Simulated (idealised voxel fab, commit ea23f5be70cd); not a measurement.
The following is a process module called voxel plated lines.
The figure presents cross-section cut, which has a width of 235 nm and is divided into square cells with an edge length of 5 nm.
In what follows, cross-sections appear as grids of square cells, described through bands that run from the top down, where every band is one or more rows of cells. For a band, the entry starts with two heights in nm, that of the top and then that of the bottom, and carries on with the band's materials in order from left to right, each alongside its width in nm; the word "throughout" beside a single material means it fills the band edge to edge, and "empty" means empty space. Heights are measured from 0, the level below which the as-received wafer is all one material; the lowest band has no bottom and continues downward, written as in "from 0 down". A width given as "30->40" starts at the first number in the band's top row and ends at the second number in its bottom row, shifting by an equal amount at every step from row to row. "identical to before" after a step means that no cell of the cross-section changed. Empty spaces without an open route to the top, at least 8 cells in extent, make up the entry "Sealed voids"; each is given as width x height at distance, where the distance is measured from the left edge, and all are in nm. Whatever follows a step's settings on its line is a remark the simulator itself makes about that step. The line of a step may include "overlay nm". On a step with a mask, this value is how far to the right of its planned place the mask lay. A negative value means the mask lay to the left.
Below is the list of planned process steps:
1,RECEIVE | material Si
2,CONFORMAL_DEP | material SiO2 | thk nm 15
3,DIRECTIONAL_DEP | material TiN | thk nm 5
4,PATTERN | tone open | mask id LINES | material resist | width nm 15 | pitch nm 35 | thk nm 35 | overlay nm 0
5,EPI | material Ru | thk nm 5
6,EPI | material Ru | thk nm 10
7,EPI | material Ru | thk nm 5
8,STRIP | etch materials resist
9,DIRECTIONAL_ETCH | etch materials TiN | depth nm 5
10,CONFORMAL_DEP | material SiN | thk nm 5
Cross-section of the incoming wafer, state after step 1:
    from 0 down | Si throughout
    Sealed voids: none
First of two wafers: cross-section at end of module, run per plan:
    from 45 to 40 | empty 85  SiN 25  empty 10  SiN 25  empty 90
    from 40 to 20 | empty 85  SiN 5  Ru 15  SiN 5  empty 10  SiN 5  Ru 15  SiN 5  empty 90
    from 20 to 15 | SiN 90  TiN 15  SiN 20  TiN 15  SiN 95
    from 15 to 0 | SiO2 throughout
    from 0 down | Si throughout
    Sealed voids: none
Cross-section at end of module for the second wafer of two, which matched the first in starting point and plan and differed by one mistake in its processing:
    from 25 to 20 | SiN throughout
    from 20 to 5 | SiO2 throughout
    from 5 to 0 | TiN throughout
    from 0 down | Si throughout
    Sealed voids: none
Run error: steps 2 and 3: order swapped relative to plan
Once processing is complete, comparing cell counts shows that the second wafer has more or fewer of certain materials than the first: Ru: 24 fewer, SiN: 20 fewer, TiN: 41 more
